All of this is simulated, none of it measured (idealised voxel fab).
The following process module bears the name voxel ribs on slabs.
The cross-section on display is named cut; it measures 150 nm wide, and its cells are 5 nm squares.
Reading order for cross-sections: top band down to bottom band. Underlying form: a grid of square cells. Band size: one or more rows of cells. Quick guide to a band line: top height, bottom height (nm) up front; then every material left to right with its width in nm. Only one material and it's marked "edge to edge"? Then it fills the band edge to edge. And "empty" just means empty space. Height is counted from the level 0, under which the received wafer is composed throughout of one material. The lowest of the bands is not closed at the bottom but continues downward, in the notation "0 nm and below". Read "30..40" as a graded width: first number on top, second number at the bottom, same change between each pair of neighbouring rows. "no alteration" (step): cross-section cells unchanged, all of them. In the "Enclosed void listing" entry, you get each enclosed empty space of 8 cells or more, one with no open way to the top, written width x height at distance, distance from the left edge, in nm. Formally, on a step line, whatever follows the settings is a remark that the simulator itself makes on the step. Among the settings permitted on a step's line is "overlay nm"; applied to a step with a mask, it specifies the extent to which the mask lay to the right of its planned position, whereas a negative figure signifies a position to the left.
## Below is the list of planned process steps
| 1 | RECEIVE (material Si) |
| 2 | DIRECTIONAL_DEP (material SiO2; thk nm 25) |
| 3 | DIRECTIONAL_DEP (material polySi; thk nm 15) |
| 4 | DIRECTIONAL_DEP (material aC; thk nm 10) |
| 5 | PATTERN (tone cover; mask id RIB; material resist; width nm 25; thk nm 25; overlay nm 0) |
| 6 | DIRECTIONAL_ETCH (etch materials aC; depth nm 10) |
| 7 | STRIP (etch materials resist) |
| 8 | DIRECTIONAL_ETCH (etch materials polySi; depth nm 10) |
| 9 | STRIP (etch materials aC) |
| 10 | PATTERN (tone cover; mask id SLAB; material resist; width nm 85; thk nm 20; overlay nm 0) |
| 11 | DIRECTIONAL_ETCH (etch materials polySi; depth nm 5) |
| 12 | STRIP (etch materials resist) |
| 13 | FILL_DEP (material SiO2; thk nm 25) |
| 14 | CMP (height nm 60) |
| 15 | DIRECTIONAL_DEP (material W; thk nm 5) |
| 16 | DIRECTIONAL_DEP (material aC; thk nm 15) |
| 17 | PATTERN (tone cover; mask id HEATER; material resist; width nm 35; thk nm 30; overlay nm 0) |
| 18 | DIRECTIONAL_ETCH (etch materials aC; depth nm 15) |
| 19 | STRIP (etch materials resist) |
| 20 | DIRECTIONAL_ETCH (etch materials W; depth nm 5) |
| 21 | STRIP (etch materials aC) |
| 22 | CONFORMAL_DEP (material SiO2; thk nm 5) |
## as received, after step 1
- 0 nm and below | Si edge to edge
- Enclosed void listing: none
## What the wafer looks like in cross-section after this module, when it starts as shown above and follows the plan above but one mistake is made in running it
- 70 nm to 65 nm | empty=50, SiO2=45, empty=55
- 65 nm to 60 nm | SiO2=55, W=35, SiO2=60
- 60 nm to 40 nm | SiO2 edge to edge
- 40 nm to 30 nm | SiO2=65, polySi=20, SiO2=65
- 30 nm to 25 nm | SiO2=30, polySi=85, SiO2=35
- 25 nm to 0 nm | SiO2 edge to edge
- 0 nm and below | Si edge to edge
- Enclosed void listing: none
Where did the run depart from the plan? off-plan run, step 5, actual operation and settings PATTERN (tone cover; mask id RIB; material resist; width nm 20; thk nm 25; overlay nm 0)
